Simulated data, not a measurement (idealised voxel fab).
The following is a process module called voxel fin reveal.
This is section cut - it's 250 nm across, gridded in 5 nm square cells.
Reading order for cross-sections: top band down to bottom band. Underlying form: a grid of square cells. Band size: one or more rows of cells. The band entry comprises the height of the band's top followed by the height of its bottom, expressed in nm, and subsequently the band's materials from left to right, each stated together with its width in nm. Where a single material is marked with the word "throughout", that material fills the band from edge to edge. The word "empty" represents empty space. Heights are measured from 0, the level below which the as-received wafer is all one material; the lowest band has no bottom and continues downward, written as in "top 0, no bottom". Width spec "30 to 40" -> top row of cells at first value, bottom row at second value, equal per-row change in between. Step note "left unchanged" = no cross-section cell changed. Each empty space that has no open way to the top and spans at least 8 cells appears under "Trapped cavities" as width x height at distance, the distance counted from the left edge, all in nm. Where a step's line continues beyond its settings, the continuation is a remark by the simulator itself on that step. A step's line can hold "overlay nm"; with a mask on that step, the setting says how far right of the planned place the mask lay, while a negative setting says it lay to the left.

Planned step list for the process:
1) RECEIVE with material Si
2) CONFORMAL_DEP with material SiN, thk nm 10
3) PATTERN with tone cover, mask id FINS, material resist, width nm 15, pitch nm 35, thk nm 20, overlay nm -15
4) DIRECTIONAL_ETCH with etch materials SiN, depth nm 10
5) DIRECTIONAL_ETCH with etch materials Si, depth nm 35
6) STRIP with etch materials resist
7) FILL_DEP with material SiO2, thk nm 10
8) CMP with height nm 10
9) SELECTIVE_ETCH with etch materials SiO2, depth nm 25
10) STRIP with etch materials SiN
11) CONFORMAL_DEP with material HfO2, thk nm 5
The plan's step 3 overlay nm is the first wafer's value; the wafers differ in this setting and start identical.

First wafer of several, as received: cross-section after step 1:
> top 0, no bottom: Si throughout
> Trapped cavities: none

The rows of the table below are wafers. Looking at the end of the module, a row counts, for every material, the cells the wafer has gained, shown as (+), or lost, shown as (-), since it was received; its closed voids come next:
overlay nm -15, +74 HfO2, -266 Si, +152 SiO2, Trapped cavities: none
overlay nm -10, +74 HfO2, -266 Si, +152 SiO2, Trapped cavities: none
overlay nm -5, +74 HfO2, -266 Si, +152 SiO2, Trapped cavities: none
overlay nm 0, +74 HfO2, -266 Si, +152 SiO2, Trapped cavities: none
overlay nm 5, +74 HfO2, -266 Si, +152 SiO2, Trapped cavities: none
overlay nm 10, +74 HfO2, -266 Si, +152 SiO2, Trapped cavities: none
overlay nm 15, +74 HfO2, -266 Si, +152 SiO2, Trapped cavities: none
